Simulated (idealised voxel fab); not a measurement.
A process module follows: voxel gate over fins.
We display cut, a cross-section 250 nm in width whose square cells are each 5 nm.
Each cross-section below is a grid of square cells, stated as bands in top-down order, with one or more rows of cells making up each band. Per band: top height and bottom height in nm, followed by the left-to-right materials and their widths in nm; "all across" marks a single material spanning edge to edge, "blank" marks empty space. Heights are expressed relative to 0, this being the level below which the as-received wafer comprises one material exclusively. The lowest band is unbounded in the downward direction and is denoted as in "0 down". It should be noted that a width expressed as "30..40" varies in equal increments from row to row of cells within the band, taking the value of the first number at the top row and that of the second number at the bottom row. No cell of the cross-section changed in a step that is given as "changes: none". "Fully sealed voids" lists enclosed empty spaces (at least 8 cells, no open path upward to the top), each as width x height at distance from the left edge, in nm. It should be noted that, on the line of a given step, the content following the step's settings is a remark produced by the simulator itself with respect to that step. For masked steps, "overlay nm" on the step line gives how far right of plan the mask actually lay; a minus sign means it lay to the left.

List of planned process steps
1,RECEIVE, material Si
2,CONFORMAL_DEP, material SiN, thk nm 5
3,MASKED_ETCH, tone cover, mask id FINS, width nm 15, pitch nm 35, etch materials SiN, depth nm 5, overlay nm 0
4,MASKED_ETCH, tone cover, mask id FINS, width nm 15, pitch nm 35, etch materials Si, depth nm 40, overlay nm 0
5,FILL_DEP, material SiO2, thk nm 10
6,CMP, height nm 5
7,SELECTIVE_ETCH, etch materials SiO2, depth nm 15
8,STRIP, etch materials SiN
9,CONFORMAL_DEP, material HfO2, thk nm 5
10,CONFORMAL_DEP, material TiN, thk nm 5
11,FILL_DEP, material W, thk nm 10
12,CMP, height nm 15
13,CONFORMAL_DEP, material SiCN, thk nm 10

Cross-section of the incoming wafer, state after step 1
    0 down  Si all across
    Fully sealed voids: none

Figure: cross-sectional view of the wafer upon completion of the module, processed from the initial state and according to the plan depicted above, with one error introduced during execution
    25 to 15  SiCN all across
    15 to 10  W all across
    10 to 5  W (90), then TiN (70), then W (90)
    5 to 0  W (90), then TiN (5), then SiN (25), then TiN (10), then SiN (25), then TiN (5), then W (90)
    0 to -5  TiN (95), then SiN (5), then Si (15), then SiN (5), then TiN (10), then SiN (5), then Si (15), then SiN (5), then TiN (95)
    -5 to -10  SiN (100), then Si (15), then SiN (20), then Si (15), then SiN (100)
    -10 to -40  SiO2 (100), then Si (15), then SiO2 (20), then Si (15), then SiO2 (100)
    -40 down  Si all across
    Fully sealed voids: none
The plan and the run diverged here: step 9 ran with different settings than intended, the actual operation and settings being CONFORMAL_DEP, material SiN, thk nm 5
